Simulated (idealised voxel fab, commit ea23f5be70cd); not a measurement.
The process module that follows is named voxel ribs on slabs.
The cross-section shown here is cut; it is 255 nm wide and divided into square cells measuring 5 nm on a side.
How to read a cross-section here: the picture is a grid of square cells, written as bands going from the top down, and any band can span one or more rows of cells.
What a band's entry tells you: where the top is and where the bottom is, as heights in nm, and after that what lies inside, material by material from left to right, each with its width in nm. Empty space is written as the word "empty", and a single material marked with the word "edge to edge" occupies the band from edge to edge.
The reference from which all heights are counted is 0, the level beneath which the as-received wafer is entirely one material; the lowest band, having no lower bound, proceeds downward and is written after the example "0 and below".
Graded width ("30->40"): value in top row of band = first number; value in bottom row = second number; row-to-row change constant.
Given "remained the same" for a step, no cell of the cross-section differs between before and after that step.
Look at "Non-vented voids" for the closed voids: empty spaces with no open path to the top, sized 8 cells or up. Each is width x height at distance, distance from the left edge, all nm.
Where a step's line continues beyond its settings, the continuation is a remark by the simulator itself on that step.
You can add "overlay nm" to a step's line. For a step with a mask, it describes how far the mask lay to the right of its planned position, and a negative number describes a lay to the left.

Steps in the process plan:
step 1: RECEIVE: material Si
step 2: DIRECTIONAL_DEP: material SiO2, thk nm 30
step 3: DIRECTIONAL_DEP: material polySi, thk nm 15
step 4: MASKED_ETCH: tone cover, mask id RIB, width nm 20, etch materials polySi, depth nm 10, overlay nm 0
step 5: DIRECTIONAL_DEP: material aC, thk nm 10
step 6: PATTERN: tone cover, mask id SLAB, material resist, width nm 80, thk nm 25, overlay nm -15
step 7: DIRECTIONAL_ETCH: etch materials aC, depth nm 10
step 8: STRIP: etch materials resist
step 9: DIRECTIONAL_ETCH: etch materials polySi, depth nm 5
step 10: STRIP: etch materials aC
step 11: FILL_DEP: material SiO2, thk nm 20
step 12: CMP: height nm 60
step 13: DIRECTIONAL_DEP: material W, thk nm 10
step 14: DIRECTIONAL_DEP: material aC, thk nm 15
step 15: PATTERN: tone cover, mask id HEATER, material resist, width nm 30, thk nm 30, overlay nm 0
step 16: DIRECTIONAL_ETCH: etch materials aC, depth nm 15
step 17: STRIP: etch materials resist
step 18: DIRECTIONAL_ETCH: etch materials W, depth nm 10
step 19: STRIP: etch materials aC
step 20: CONFORMAL_DEP: material SiO2, thk nm 10
The plan's step 6 overlay nm is the first wafer's value; the wafers differ in this setting and start identical.

As received, i.e. after step 1: cross-section through the first of several wafers:
- 0 and below  Si edge to edge
- Non-vented voids: none

Module finished, last step 20 done: cross-section of the first of several wafers:
- 80 down to 70  empty=100 | SiO2=50 | empty=105
- 70 down to 60  SiO2=110 | W=30 | SiO2=115
- 60 down to 45  SiO2 edge to edge
- 45 down to 35  SiO2=115 | polySi=20 | SiO2=120
- 35 down to 30  SiO2=70 | polySi=80 | SiO2=105
- 30 down to 0  SiO2 edge to edge
- 0 and below  Si edge to edge
- Non-vented voids: none

Module end, final wafer: cross-section:
- 80 down to 70  empty=100 | SiO2=50 | empty=105
- 70 down to 60  SiO2=110 | W=30 | SiO2=115
- 60 down to 45  SiO2 edge to edge
- 45 down to 35  SiO2=115 | polySi=20 | SiO2=120
- 35 down to 30  SiO2=100 | polySi=80 | SiO2=75
- 30 down to 0  SiO2 edge to edge
- 0 and below  Si edge to edge
- Non-vented voids: none

Tabulated below, wafer by wafer, are the end-of-module results: for each material, the number of cells gained (+) or lost (-) relative to the as-received state, followed by the closed voids:
overlay nm -15; +698 SiO2; +12 W; +24 polySi; Non-vented voids: none
overlay nm -10; +698 SiO2; +12 W; +24 polySi; Non-vented voids: none
overlay nm -5; +698 SiO2; +12 W; +24 polySi; Non-vented voids: none
overlay nm 0; +698 SiO2; +12 W; +24 polySi; Non-vented voids: none
overlay nm 5; +698 SiO2; +12 W; +24 polySi; Non-vented voids: none
overlay nm 10; +698 SiO2; +12 W; +24 polySi; Non-vented voids: none
overlay nm 15; +698 SiO2; +12 W; +24 polySi; Non-vented voids: none
